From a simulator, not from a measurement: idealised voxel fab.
Process module in this document: voxel lift off
Section cut is 140 nm wide and gridded with 5 nm square cells.
Heads up, the way a cross-section reads in here is a grid of square cells, handed over as bands from the top down, with every band being one or more rows of cells. Look at the band entry: it leads with the top's height and the bottom's height in nm. Then it lists the materials left to right, with a width in nm for each. The word "full width" on a single material says that material fills the band edge to edge. The word "air" is empty space. Where do heights start? At 0: under that level the wafer as delivered is made of one material only. And the lowest band has no floor; it just carries on downward, as in "z 0 and below". The expression "30..40" gives the width at the extremes of the band, the first number at its top row of cells and the second at its bottom row, with the width changing by equal amounts from each row to the next in between. "identical to before" -> step changed no cross-section cell. "Closed internal cavities" means: voids of 8 cells or more that are shut off from the top with no open way through. Written width x height at distance, distance from the left edge, in nm. Step line, after settings: the simulator's comment on this step. overlay nm: how far to the right of its planned place the mask lay on this masked step (negative: to the left).
The process steps that were planned are listed below
1 RECEIVE (material Si)
2 CONFORMAL_DEP (material Al2O3; thk nm 10)
3 PATTERN (tone open; mask id LINES; material resist; width nm 20; pitch nm 35; thk nm 25; overlay nm 0)
4 DIRECTIONAL_DEP (material Ru; thk nm 10)
5 STRIP (etch materials resist)
6 CONFORMAL_DEP (material SiCN; thk nm 10)
Cross-section of the wafer at receipt, which is the condition after step 1
	z 0 and below | Si full width
	Closed internal cavities: none
Cross-section, end of module. Start: as above. Plan: as above. Execution: one mistake
	z 20 to 10 | air 40 nm, Ru 20 nm, air 15 nm, Ru 20 nm, air 45 nm
	z 10 to 0 | Al2O3 full width
	z 0 and below | Si full width
	Closed internal cavities: none
Which mistake was made when the wafer was run? with respect to the plan, step 6 was omitted and not executed
